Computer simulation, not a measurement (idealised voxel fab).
process module | voxel wiring stack
cross-section cut | 155 nm wide | cells 5 nm
A cross-section is a grid of square cells, given in bands from the top down. A band is one or more rows of cells.
Each band's line starts with the height of the band's top and of its bottom, in nm. Then come its materials from left to right, each with its width in nm. One material with "throughout" fills the band from edge to edge. "air" is empty space.
Height 0 is the level under which the wafer as received is all one material. The lowest band goes on downwards, as in "0 down".
A width such as "30 to 40" changes by the same amount from each row of cells to the next, from the band's top row to its bottom row.
"no change" after a step means that no cell of the cross-section changed.
closed voids: empty space of 8 cells or more with no open way to the top, each as width x height at its distance from the left edge, in nm
after a step's settings: what the simulator itself notes on the step
overlay nm, on a step with a mask: how far to the right of its planned place the mask lay; to the left if negative
plan
1 op RECEIVE | material Si
2 op CONFORMAL_DEP | material SiO2 | thk nm 10
3 op DIRECTIONAL_DEP | material TiN | thk nm 5
4 op DIRECTIONAL_DEP | material Ru | thk nm 15
5 op MASKED_ETCH | tone cover | mask id METAL_1 | width nm 25 | pitch nm 45 | etch materials Ru | depth nm 15 | overlay nm 0
6 op MASKED_ETCH | tone cover | mask id METAL_1 | width nm 25 | pitch nm 45 | etch materials TiN | depth nm 5 | overlay nm 0
7 op FILL_DEP | material lowk | thk nm 5
8 op CMP | height nm 30
9 op CONFORMAL_DEP | material SiCN | thk nm 5
10 op DIRECTIONAL_DEP | material lowk | thk nm 10
11 op MASKED_ETCH | tone open | mask id PLUG_1 | width nm 15 | pitch nm 45 | etch materials lowk | depth nm 10 | overlay nm 0
12 op MASKED_ETCH | tone open | mask id PLUG_1 | width nm 15 | pitch nm 45 | etch materials SiCN | depth nm 5 | overlay nm 0
13 op EPI | material Ru | thk nm 10
14 op EPI | material Ru | thk nm 5
15 op CONFORMAL_DEP | material SiCN | thk nm 5
16 op DIRECTIONAL_DEP | material SiO2 | thk nm 25
17 op PATTERN | tone open | mask id METAL_2 | material resist | width nm 25 | pitch nm 45 | thk nm 20 | overlay nm 0
18 op DIRECTIONAL_ETCH | etch materials SiO2 | depth nm 25
19 op DIRECTIONAL_ETCH | etch materials SiCN | depth nm 5
20 op STRIP | etch materials resist
21 op CONFORMAL_DEP | material TiN | thk nm 5
22 op FILL_DEP | material Ru | thk nm 10
23 op CMP | height nm 75
24 op CONFORMAL_DEP | material SiCN | thk nm 5
25 op DIRECTIONAL_DEP | material SiO2 | thk nm 35
26 op PATTERN | tone open | mask id METAL_3 | material resist | width nm 25 | pitch nm 45 | thk nm 20 | overlay nm 0
27 op DIRECTIONAL_ETCH | etch materials SiO2 | depth nm 20
28 op STRIP | etch materials resist
29 op MASKED_ETCH | tone open | mask id METAL_3_HOLES | width nm 15 | pitch nm 90 | etch materials SiO2 | depth nm 15 | overlay nm 0
30 op MASKED_ETCH | tone open | mask id METAL_3_HOLES | width nm 15 | pitch nm 90 | etch materials SiCN | depth nm 5 | overlay nm 0
31 op CONFORMAL_DEP | material TiN | thk nm 5
32 op FILL_DEP | material Cu | thk nm 5
33 op CMP | height nm 115
34 op CONFORMAL_DEP | material SiN | thk nm 5
as received, after step 1
  0 down: Si throughout
  closed voids: none
first wafer at the end, as planned
  120 to 115: SiN throughout
  115 to 100: SiO2 20 | TiN 5 | Cu 15 | TiN 5 | SiO2 20 | TiN 5 | Cu 15 | TiN 5 | SiO2 20 | TiN 5 | Cu 15 | TiN 5 | SiO2 20
  100 to 95: SiO2 20 | TiN 5 | Cu 5 | TiN 15 | SiO2 20 | TiN 25 | SiO2 20 | TiN 5 | Cu 5 | TiN 15 | SiO2 20
  95 to 80: SiO2 20 | TiN 5 | Cu 5 | TiN 5 | SiO2 75 | TiN 5 | Cu 5 | TiN 5 | SiO2 30
  80 to 75: SiCN 20 | TiN 15 | SiCN 75 | TiN 15 | SiCN 30
  75 to 50: SiO2 20 | TiN 5 | Ru 15 | TiN 5 | SiO2 20 | TiN 5 | Ru 15 | TiN 5 | SiO2 20 | TiN 5 | Ru 15 | TiN 5 | SiO2 20
  50 to 45: SiCN 20 | TiN 25 | SiCN 20 | TiN 25 | SiCN 20 | TiN 25 | SiCN 20
  45 to 35: lowk 20 | Ru 15 | lowk 30 | Ru 15 | lowk 30 | Ru 15 | lowk 30
  35 to 30: SiCN 20 | Ru 15 | SiCN 30 | Ru 15 | SiCN 30 | Ru 15 | SiCN 30
  30 to 15: lowk 20 | Ru 25 | lowk 20 | Ru 25 | lowk 20 | Ru 25 | lowk 20
  15 to 10: lowk 20 | TiN 25 | lowk 20 | TiN 25 | lowk 20 | TiN 25 | lowk 20
  10 to 0: SiO2 throughout
  0 down: Si throughout
  closed voids: none
second wafer at the end: like start, like plan, one mistake
  120 to 115: SiN throughout
  115 to 100: SiO2 20 | TiN 5 | Cu 15 | TiN 5 | SiO2 20 | TiN 5 | Cu 15 | TiN 5 | SiO2 20 | TiN 5 | Cu 15 | TiN 5 | SiO2 20
  100 to 95: SiO2 20 | TiN 5 | Cu 10 | TiN 10 | SiO2 20 | TiN 25 | SiO2 20 | TiN 5 | Cu 10 | TiN 10 | SiO2 20
  95 to 85: SiO2 20 | TiN 5 | Cu 10 | TiN 5 | SiO2 70 | TiN 5 | Cu 10 | TiN 5 | SiO2 25
  85 to 80: SiO2 20 | TiN 5 | Cu 5 | TiN 10 | SiO2 70 | TiN 5 | Cu 5 | TiN 10 | SiO2 25
  80 to 75: SiCN 20 | TiN 15 | SiCN 75 | TiN 15 | SiCN 30
  75 to 50: SiO2 20 | TiN 5 | Ru 15 | TiN 5 | SiO2 20 | TiN 5 | Ru 15 | TiN 5 | SiO2 20 | TiN 5 | Ru 15 | TiN 5 | SiO2 20
  50 to 45: SiCN 20 | TiN 25 | SiCN 20 | TiN 25 | SiCN 20 | TiN 25 | SiCN 20
  45 to 35: lowk 20 | Ru 15 | lowk 30 | Ru 15 | lowk 30 | Ru 15 | lowk 30
  35 to 30: SiCN 20 | Ru 15 | SiCN 30 | Ru 15 | SiCN 30 | Ru 15 | SiCN 30
  30 to 15: lowk 20 | Ru 25 | lowk 20 | Ru 25 | lowk 20 | Ru 25 | lowk 20
  15 to 10: lowk 20 | TiN 25 | lowk 20 | TiN 25 | lowk 20 | TiN 25 | lowk 20
  10 to 0: SiO2 throughout
  0 down: Si throughout
  closed voids: none
what went wrong: step 29 ran as: op MASKED_ETCH | tone open | mask id METAL_3_HOLES | width nm 20 | pitch nm 90 | etch materials SiO2 | depth nm 15 | overlay nm 0
at the end the second wafer has, in cells: 6 more of Cu | 6 fewer of SiO2
